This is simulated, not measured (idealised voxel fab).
Documented hereafter: the process module known as voxel air gaps.
Each square cell in cross-section cut measures 5 nm, and the section as a whole is 285 nm wide.
Format of a cross-section: grid, square cells. Given as bands. Order: top down. Band: one or more rows of cells. Read a band's entry like this: the first values are the height of its top and the height of its bottom in nm, and what follows is the sequence of materials from left to right, each with its width in nm. Note that "empty" is empty space, and that a single material marked "everywhere" reaches across the band from edge to edge. All heights in this document are referenced to 0, defined as the level beneath which the wafer, as received, consists entirely of one material. The lowest band is not bounded below; it extends indefinitely downward and is written in the form "top 0, no bottom". A two-number width, for instance "30 to 40", indicates that the width is equal to the first number in the top row of the band and to the second number in the bottom row, and that it changes by a constant amount per row of cells. No cell of the cross-section changed in a step that is given as "nothing got changed". "Voids, fully enclosed": sealed empty spaces, 8 cells or more, no open way to top, listed width x height at distance, with distance from the left edge and width, height and distance in nm. Whatever follows a step's settings on its line is a remark the simulator itself makes about that step. If you see "overlay nm" on a step's line and that step has a mask, it's telling you how far right of where it was planned the mask ended up; a negative number means it went left instead.
# Set out below are the planned steps of the process
1) RECEIVE with material Si
2) CONFORMAL_DEP with material SiO2, thk nm 10
3) CONFORMAL_DEP with material SiN, thk nm 5
4) DIRECTIONAL_DEP with material lowk, thk nm 40
5) DIRECTIONAL_DEP with material aC, thk nm 10
6) PATTERN with tone open, mask id LINES, material resist, width nm 15, pitch nm 40, thk nm 25, overlay nm 0
7) DIRECTIONAL_ETCH with etch materials aC, depth nm 10
8) STRIP with etch materials resist
9) DIRECTIONAL_ETCH with etch materials lowk, depth nm 40
10) STRIP with etch materials aC
11) CONFORMAL_DEP with material TiN, thk nm 5
12) FILL_DEP with material Ru, thk nm 10
13) CMP with height nm 55
14) EPI with material Ru, thk nm 10
15) SELECTIVE_ETCH with etch materials lowk, depth nm 50
16) CONFORMAL_DEP with material SiN, thk nm 5
# Run as planned: first of two wafers
# Cross-section of the wafer at receipt, which is the condition after step 1
	top 0, no bottom: Si everywhere
	Voids, fully enclosed: none
# Take a look at the wafer's cross-section after step 2
	top 10, bottom 0: SiO2 everywhere
	Beneath the level 0, the cross-section is identical to its previous state.
# Take a look at the wafer's cross-section after step 3
	top 15, bottom 10: SiN everywhere
	Beneath the level 10, the cross-section is identical to its previous state.
# Take a look at the wafer's cross-section after step 4
	top 55, bottom 15: lowk everywhere
	Beneath the level 15, the cross-section is identical to its previous state.
# Take a look at the wafer's cross-section after step 5
	top 65, bottom 55: aC everywhere
	Beneath the level 55, the cross-section is identical to its previous state.
# Take a look at the wafer's cross-section after step 6
	top 90, bottom 65: resist 75 nm; empty 15 nm; resist 25 nm; empty 15 nm; resist 25 nm; empty 15 nm; resist 25 nm; empty 15 nm; resist 75 nm
	Beneath the level 65, the cross-section is identical to its previous state.
# Take a look at the wafer's cross-section after step 7
	top 80, bottom 65: resist 75 nm; empty 15 nm; resist 25 nm; empty 15 nm; resist 25 nm; empty 15 nm; resist 25 nm; empty 15 nm; resist 75 nm
	top 65, bottom 55: aC 75 nm; empty 15 nm; aC 25 nm; empty 15 nm; aC 25 nm; empty 15 nm; aC 25 nm; empty 15 nm; aC 75 nm
	Beneath the level 55, the cross-section is identical to its previous state.
# Take a look at the wafer's cross-section after step 8
	top 65, bottom 55: aC 75 nm; empty 15 nm; aC 25 nm; empty 15 nm; aC 25 nm; empty 15 nm; aC 25 nm; empty 15 nm; aC 75 nm
	Beneath the level 55, the cross-section is identical to its previous state.
# Take a look at the wafer's cross-section after step 9
	top 65, bottom 55: aC 75 nm; empty 15 nm; aC 25 nm; empty 15 nm; aC 25 nm; empty 15 nm; aC 25 nm; empty 15 nm; aC 75 nm
	top 55, bottom 15: lowk 75 nm; empty 15 nm; lowk 25 nm; empty 15 nm; lowk 25 nm; empty 15 nm; lowk 25 nm; empty 15 nm; lowk 75 nm
	Beneath the level 15, the cross-section is identical to its previous state.
# Take a look at the wafer's cross-section after step 10
	top 55, bottom 15: lowk 75 nm; empty 15 nm; lowk 25 nm; empty 15 nm; lowk 25 nm; empty 15 nm; lowk 25 nm; empty 15 nm; lowk 75 nm
	Beneath the level 15, the cross-section is identical to its previous state.
# Take a look at the wafer's cross-section after step 11
	top 60, bottom 55: TiN 80 nm; empty 5 nm; TiN 35 nm; empty 5 nm; TiN 35 nm; empty 5 nm; TiN 35 nm; empty 5 nm; TiN 80 nm
	top 55, bottom 20: lowk 75 nm; TiN 5 nm; empty 5 nm; TiN 5 nm; lowk 25 nm; TiN 5 nm; empty 5 nm; TiN 5 nm; lowk 25 nm; TiN 5 nm; empty 5 nm; TiN 5 nm; lowk 25 nm; TiN 5 nm; empty 5 nm; TiN 5 nm; lowk 75 nm
	top 20, bottom 15: lowk 75 nm; TiN 15 nm; lowk 25 nm; TiN 15 nm; lowk 25 nm; TiN 15 nm; lowk 25 nm; TiN 15 nm; lowk 75 nm
	Beneath the level 15, the cross-section is identical to its previous state.
# Take a look at the wafer's cross-section after step 12
	top 70, bottom 60: Ru everywhere
	top 60, bottom 55: TiN 80 nm; Ru 5 nm; TiN 35 nm; Ru 5 nm; TiN 35 nm; Ru 5 nm; TiN 35 nm; Ru 5 nm; TiN 80 nm
	top 55, bottom 20: lowk 75 nm; TiN 5 nm; Ru 5 nm; TiN 5 nm; lowk 25 nm; TiN 5 nm; Ru 5 nm; TiN 5 nm; lowk 25 nm; TiN 5 nm; Ru 5 nm; TiN 5 nm; lowk 25 nm; TiN 5 nm; Ru 5 nm; TiN 5 nm; lowk 75 nm
	Beneath the level 20, the cross-section is identical to its previous state.
# Take a look at the wafer's cross-section after step 13
	top 55, bottom 20: lowk 75 nm; TiN 5 nm; Ru 5 nm; TiN 5 nm; lowk 25 nm; TiN 5 nm; Ru 5 nm; TiN 5 nm; lowk 25 nm; TiN 5 nm; Ru 5 nm; TiN 5 nm; lowk 25 nm; TiN 5 nm; Ru 5 nm; TiN 5 nm; lowk 75 nm
	Beneath the level 20, the cross-section is identical to its previous state.
# Take a look at the wafer's cross-section after step 14
	top 65, bottom 55: empty 65 nm; Ru 35 nm; empty 5 nm; Ru 35 nm; empty 5 nm; Ru 35 nm; empty 5 nm; Ru 35 nm; empty 65 nm
	Beneath the level 55, the cross-section is identical to its previous state.
# Take a look at the wafer's cross-section after step 15
	top 65, bottom 55: empty 65 nm; Ru 35 nm; empty 5 nm; Ru 35 nm; empty 5 nm; Ru 35 nm; empty 5 nm; Ru 35 nm; empty 65 nm
	top 55, bottom 20: empty 75 nm; TiN 5 nm; Ru 5 nm; TiN 5 nm; empty 25 nm; TiN 5 nm; Ru 5 nm; TiN 5 nm; empty 25 nm; TiN 5 nm; Ru 5 nm; TiN 5 nm; empty 25 nm; TiN 5 nm; Ru 5 nm; TiN 5 nm; empty 75 nm
	top 20, bottom 15: empty 75 nm; TiN 15 nm; empty 25 nm; TiN 15 nm; empty 25 nm; TiN 15 nm; empty 25 nm; TiN 15 nm; empty 75 nm
	Beneath the level 15, the cross-section is identical to its previous state.
# Take a look at the wafer's cross-section after step 16
	top 70, bottom 65: empty 60 nm; SiN 165 nm; empty 60 nm
	top 65, bottom 55: empty 60 nm; SiN 5 nm; Ru 35 nm; SiN 5 nm; Ru 35 nm; SiN 5 nm; Ru 35 nm; SiN 5 nm; Ru 35 nm; SiN 5 nm; empty 60 nm
	top 55, bottom 50: empty 60 nm; SiN 15 nm; TiN 5 nm; Ru 5 nm; TiN 5 nm; SiN 25 nm; TiN 5 nm; Ru 5 nm; TiN 5 nm; SiN 25 nm; TiN 5 nm; Ru 5 nm; TiN 5 nm; SiN 25 nm; TiN 5 nm; Ru 5 nm; TiN 5 nm; SiN 15 nm; empty 60 nm
	top 50, bottom 20: empty 70 nm; SiN 5 nm; TiN 5 nm; Ru 5 nm; TiN 5 nm; SiN 5 nm; empty 15 nm; SiN 5 nm; TiN 5 nm; Ru 5 nm; TiN 5 nm; SiN 5 nm; empty 15 nm; SiN 5 nm; TiN 5 nm; Ru 5 nm; TiN 5 nm; SiN 5 nm; empty 15 nm; SiN 5 nm; TiN 5 nm; Ru 5 nm; TiN 5 nm; SiN 5 nm; empty 70 nm
	top 20, bottom 15: SiN 75 nm; TiN 15 nm; SiN 25 nm; TiN 15 nm; SiN 25 nm; TiN 15 nm; SiN 25 nm; TiN 15 nm; SiN 75 nm
	Beneath the level 15, the cross-section is identical to its previous state.
	Voids, fully enclosed: 15 x 30 at 95; 15 x 30 at 135; 15 x 30 at 175
# Regarding the second of the two wafers: it shared the first wafer's starting condition and process plan, yet one error occurred during its execution. Its history coincides with that of the first wafer up to and including step 11
# Cross-section: second wafer, time at which step 12 was scheduled to end
	top 70, bottom 60: SiN everywhere
	top 60, bottom 55: TiN 80 nm; SiN 5 nm; TiN 35 nm; SiN 5 nm; TiN 35 nm; SiN 5 nm; TiN 35 nm; SiN 5 nm; TiN 80 nm
	top 55, bottom 20: lowk 75 nm; TiN 5 nm; SiN 5 nm; TiN 5 nm; lowk 25 nm; TiN 5 nm; SiN 5 nm; TiN 5 nm; lowk 25 nm; TiN 5 nm; SiN 5 nm; TiN 5 nm; lowk 25 nm; TiN 5 nm; SiN 5 nm; TiN 5 nm; lowk 75 nm
	Beneath the level 20, the cross-section is identical to its previous state.
# Cross-section: second wafer, time at which step 13 was scheduled to end
	top 55, bottom 20: lowk 75 nm; TiN 5 nm; SiN 5 nm; TiN 5 nm; lowk 25 nm; TiN 5 nm; SiN 5 nm; TiN 5 nm; lowk 25 nm; TiN 5 nm; SiN 5 nm; TiN 5 nm; lowk 25 nm; TiN 5 nm; SiN 5 nm; TiN 5 nm; lowk 75 nm
	Beneath the level 20, the cross-section is identical to its previous state.
# Cross-section: second wafer, time at which step 14 was scheduled to end
	top 65, bottom 55: empty 65 nm; Ru 35 nm; empty 5 nm; Ru 35 nm; empty 5 nm; Ru 35 nm; empty 5 nm; Ru 35 nm; empty 65 nm
	Beneath the level 55, the cross-section is identical to its previous state.
# Cross-section: second wafer, time at which step 15 was scheduled to end
	top 65, bottom 55: empty 65 nm; Ru 35 nm; empty 5 nm; Ru 35 nm; empty 5 nm; Ru 35 nm; empty 5 nm; Ru 35 nm; empty 65 nm
	top 55, bottom 20: empty 75 nm; TiN 5 nm; SiN 5 nm; TiN 5 nm; empty 25 nm; TiN 5 nm; SiN 5 nm; TiN 5 nm; empty 25 nm; TiN 5 nm; SiN 5 nm; TiN 5 nm; empty 25 nm; TiN 5 nm; SiN 5 nm; TiN 5 nm; empty 75 nm
	top 20, bottom 15: empty 75 nm; TiN 15 nm; empty 25 nm; TiN 15 nm; empty 25 nm; TiN 15 nm; empty 25 nm; TiN 15 nm; empty 75 nm
	Beneath the level 15, the cross-section is identical to its previous state.
# Cross-section: second wafer, time at which step 16 was scheduled to end
	top 70, bottom 65: empty 60 nm; SiN 165 nm; empty 60 nm
	top 65, bottom 55: empty 60 nm; SiN 5 nm; Ru 35 nm; SiN 5 nm; Ru 35 nm; SiN 5 nm; Ru 35 nm; SiN 5 nm; Ru 35 nm; SiN 5 nm; empty 60 nm
	top 55, bottom 50: empty 60 nm; SiN 15 nm; TiN 5 nm; SiN 5 nm; TiN 5 nm; SiN 25 nm; TiN 5 nm; SiN 5 nm; TiN 5 nm; SiN 25 nm; TiN 5 nm; SiN 5 nm; TiN 5 nm; SiN 25 nm; TiN 5 nm; SiN 5 nm; TiN 5 nm; SiN 15 nm; empty 60 nm
	top 50, bottom 20: empty 70 nm; SiN 5 nm; TiN 5 nm; SiN 5 nm; TiN 5 nm; SiN 5 nm; empty 15 nm; SiN 5 nm; TiN 5 nm; SiN 5 nm; TiN 5 nm; SiN 5 nm; empty 15 nm; SiN 5 nm; TiN 5 nm; SiN 5 nm; TiN 5 nm; SiN 5 nm; empty 15 nm; SiN 5 nm; TiN 5 nm; SiN 5 nm; TiN 5 nm; SiN 5 nm; empty 70 nm
	top 20, bottom 15: SiN 75 nm; TiN 15 nm; SiN 25 nm; TiN 15 nm; SiN 25 nm; TiN 15 nm; SiN 25 nm; TiN 15 nm; SiN 75 nm
	Beneath the level 15, the cross-section is identical to its previous state.
	Voids, fully enclosed: 15 x 30 at 95; 15 x 30 at 135; 15 x 30 at 175
Diagnosis: step 12 ran differently from the plan; actual operation with settings: FILL_DEP with material SiN, thk nm 10
The closing comparison, in cells, has the second wafer with more or fewer of some materials than the first: -28 Ru; +28 SiN
